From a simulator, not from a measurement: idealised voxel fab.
process module | voxel self aligned contacts
cross-section cut | 245 nm wide | cells 5 nm
A cross-section is a grid of square cells, given in bands from the top down. A band is one or more rows of cells.
Each band's line starts with the height of the band's top and of its bottom, in nm. Then come its materials from left to right, each with its width in nm. One material with "throughout" fills the band from edge to edge. "air" is empty space.
Height 0 is the level under which the wafer as received is all one material. The lowest band goes on downwards, as in "0 down".
A width such as "30 to 40" changes by the same amount from each row of cells to the next, from the band's top row to its bottom row.
"no change" after a step means that no cell of the cross-section changed.
closed voids: empty space of 8 cells or more with no open way to the top, each as width x height at its distance from the left edge, in nm
after a step's settings: what the simulator itself notes on the step
overlay nm, on a step with a mask: how far to the right of its planned place the mask lay; to the left if negative
plan
1 op RECEIVE | material Si
2 op OXIDIZE | depth nm 5
3 op DIRECTIONAL_DEP | material polySi | thk nm 30
4 op DIRECTIONAL_DEP | material SiN | thk nm 20
5 op DIRECTIONAL_DEP | material aC | thk nm 10
6 op PATTERN | tone cover | mask id GATE | material resist | width nm 35 | pitch nm 80 | thk nm 30 | overlay nm 0
7 op DIRECTIONAL_ETCH | etch materials aC | depth nm 10
8 op STRIP | etch materials resist
9 op DIRECTIONAL_ETCH | etch materials SiN | depth nm 20
10 op DIRECTIONAL_ETCH | etch materials polySi | depth nm 30
11 op STRIP | etch materials aC
12 op CONFORMAL_DEP | material SiN | thk nm 10
13 op DIRECTIONAL_ETCH | etch materials SiN | depth nm 10
14 op FILL_DEP | material SiO2 | thk nm 10
15 op CMP | height nm 55
16 op MASKED_ETCH | tone open | mask id CONTACT | width nm 55 | etch materials SiO2 | depth nm 60 | overlay nm 0
17 op CONFORMAL_DEP | material TiN | thk nm 5
18 op FILL_DEP | material Ru | thk nm 5
19 op CMP | height nm 55
20 op CONFORMAL_DEP | material SiN | thk nm 5
first wafer, as planned
as received, after step 1
  0 down: Si throughout
  closed voids: none
after step 2
  0 to -5: SiO2 throughout
  below -5: unchanged
after step 3
  30 to 0: polySi throughout
  below 0: unchanged
after step 4
  50 to 30: SiN throughout
  below 30: unchanged
after step 5
  60 to 50: aC throughout
  below 50: unchanged
after step 6
  90 to 60: air 65 | resist 35 | air 45 | resist 35 | air 65
  below 60: unchanged
after step 7
  80 to 60: air 65 | resist 35 | air 45 | resist 35 | air 65
  60 to 50: air 65 | aC 35 | air 45 | aC 35 | air 65
  below 50: unchanged
after step 8
  60 to 50: air 65 | aC 35 | air 45 | aC 35 | air 65
  below 50: unchanged
after step 9
  60 to 50: air 65 | aC 35 | air 45 | aC 35 | air 65
  50 to 30: air 65 | SiN 35 | air 45 | SiN 35 | air 65
  below 30: unchanged
after step 10
  60 to 50: air 65 | aC 35 | air 45 | aC 35 | air 65
  50 to 30: air 65 | SiN 35 | air 45 | SiN 35 | air 65
  30 to 0: air 65 | polySi 35 | air 45 | polySi 35 | air 65
  below 0: unchanged
after step 11
  50 to 30: air 65 | SiN 35 | air 45 | SiN 35 | air 65
  below 30: unchanged
after step 12
  60 to 30: air 55 | SiN 55 | air 25 | SiN 55 | air 55
  30 to 10: air 55 | SiN 10 | polySi 35 | SiN 10 | air 25 | SiN 10 | polySi 35 | SiN 10 | air 55
  10 to 0: SiN 65 | polySi 35 | SiN 45 | polySi 35 | SiN 65
  below 0: unchanged
after step 13
  50 to 30: air 55 | SiN 55 | air 25 | SiN 55 | air 55
  30 to 0: air 55 | SiN 10 | polySi 35 | SiN 10 | air 25 | SiN 10 | polySi 35 | SiN 10 | air 55
  below 0: unchanged
after step 14
  60 to 50: SiO2 throughout
  50 to 30: SiO2 55 | SiN 55 | SiO2 25 | SiN 55 | SiO2 55
  30 to 0: SiO2 55 | SiN 10 | polySi 35 | SiN 10 | SiO2 25 | SiN 10 | polySi 35 | SiN 10 | SiO2 55
  below 0: unchanged
after step 15
  55 to 50: SiO2 throughout
  below 50: unchanged
after step 16
  55 to 50: SiO2 95 | air 55 | SiO2 95
  50 to 30: SiO2 55 | SiN 55 | air 25 | SiN 55 | SiO2 55
  30 to 0: SiO2 55 | SiN 10 | polySi 35 | SiN 10 | air 25 | SiN 10 | polySi 35 | SiN 10 | SiO2 55
  0 to -5: SiO2 110 | air 25 | SiO2 110
  below -5: unchanged
after step 17
  60 to 55: TiN 100 | air 45 | TiN 100
  55 to 50: SiO2 95 | TiN 20 | air 15 | TiN 20 | SiO2 95
  50 to 30: SiO2 55 | SiN 55 | TiN 5 | air 15 | TiN 5 | SiN 55 | SiO2 55
  30 to 0: SiO2 55 | SiN 10 | polySi 35 | SiN 10 | TiN 5 | air 15 | TiN 5 | SiN 10 | polySi 35 | SiN 10 | SiO2 55
  0 to -5: SiO2 110 | TiN 25 | SiO2 110
  below -5: unchanged
after step 18
  65 to 60: Ru throughout
  60 to 55: TiN 100 | Ru 45 | TiN 100
  55 to 50: SiO2 95 | TiN 20 | Ru 15 | TiN 20 | SiO2 95
  50 to 30: SiO2 55 | SiN 55 | TiN 5 | Ru 15 | TiN 5 | SiN 55 | SiO2 55
  30 to 0: SiO2 55 | SiN 10 | polySi 35 | SiN 10 | TiN 5 | Ru 15 | TiN 5 | SiN 10 | polySi 35 | SiN 10 | SiO2 55
  below 0: unchanged
after step 19
  55 to 50: SiO2 95 | TiN 20 | Ru 15 | TiN 20 | SiO2 95
  below 50: unchanged
after step 20
  60 to 55: SiN throughout
  below 55: unchanged
second wafer: like start, like plan, one mistake. Through step 11 it matches the first wafer
when step 12 should have ended
  65 to 30: air 50 | SiN 65 | air 15 | SiN 65 | air 50
  30 to 15: air 50 | SiN 15 | polySi 35 | SiN 15 | air 15 | SiN 15 | polySi 35 | SiN 15 | air 50
  15 to 0: SiN 65 | polySi 35 | SiN 45 | polySi 35 | SiN 65
  below 0: unchanged
when step 13 should have ended
  55 to 30: air 50 | SiN 65 | air 15 | SiN 65 | air 50
  30 to 5: air 50 | SiN 15 | polySi 35 | SiN 15 | air 15 | SiN 15 | polySi 35 | SiN 15 | air 50
  below 5: unchanged
when step 14 should have ended
  65 to 55: SiO2 throughout
  55 to 30: SiO2 50 | SiN 65 | SiO2 15 | SiN 65 | SiO2 50
  30 to 5: SiO2 50 | SiN 15 | polySi 35 | SiN 15 | SiO2 15 | SiN 15 | polySi 35 | SiN 15 | SiO2 50
  below 5: unchanged
when step 15 should have ended
  55 to 30: SiO2 50 | SiN 65 | SiO2 15 | SiN 65 | SiO2 50
  below 30: unchanged
when step 16 should have ended
  55 to 30: SiO2 50 | SiN 65 | air 15 | SiN 65 | SiO2 50
  30 to 5: SiO2 50 | SiN 15 | polySi 35 | SiN 15 | air 15 | SiN 15 | polySi 35 | SiN 15 | SiO2 50
  below 5: unchanged
when step 17 should have ended
  60 to 55: TiN 120 | air 5 | TiN 120
  55 to 30: SiO2 50 | SiN 65 | TiN 5 | air 5 | TiN 5 | SiN 65 | SiO2 50
  30 to 10: SiO2 50 | SiN 15 | polySi 35 | SiN 15 | TiN 5 | air 5 | TiN 5 | SiN 15 | polySi 35 | SiN 15 | SiO2 50
  10 to 5: SiO2 50 | SiN 15 | polySi 35 | SiN 15 | TiN 15 | SiN 15 | polySi 35 | SiN 15 | SiO2 50
  below 5: unchanged
when step 18 should have ended
  65 to 60: Ru throughout
  60 to 55: TiN 120 | Ru 5 | TiN 120
  55 to 30: SiO2 50 | SiN 65 | TiN 5 | Ru 5 | TiN 5 | SiN 65 | SiO2 50
  30 to 10: SiO2 50 | SiN 15 | polySi 35 | SiN 15 | TiN 5 | Ru 5 | TiN 5 | SiN 15 | polySi 35 | SiN 15 | SiO2 50
  below 10: unchanged
when step 19 should have ended
  55 to 30: SiO2 50 | SiN 65 | TiN 5 | Ru 5 | TiN 5 | SiN 65 | SiO2 50
  below 30: unchanged
when step 20 should have ended
  60 to 55: SiN throughout
  below 55: unchanged
what went wrong: step 12 ran as: op CONFORMAL_DEP | material SiN | thk nm 15
at the end the second wafer has, in cells: 24 fewer of Ru | 89 more of SiN | 53 fewer of SiO2 | 12 fewer of TiN
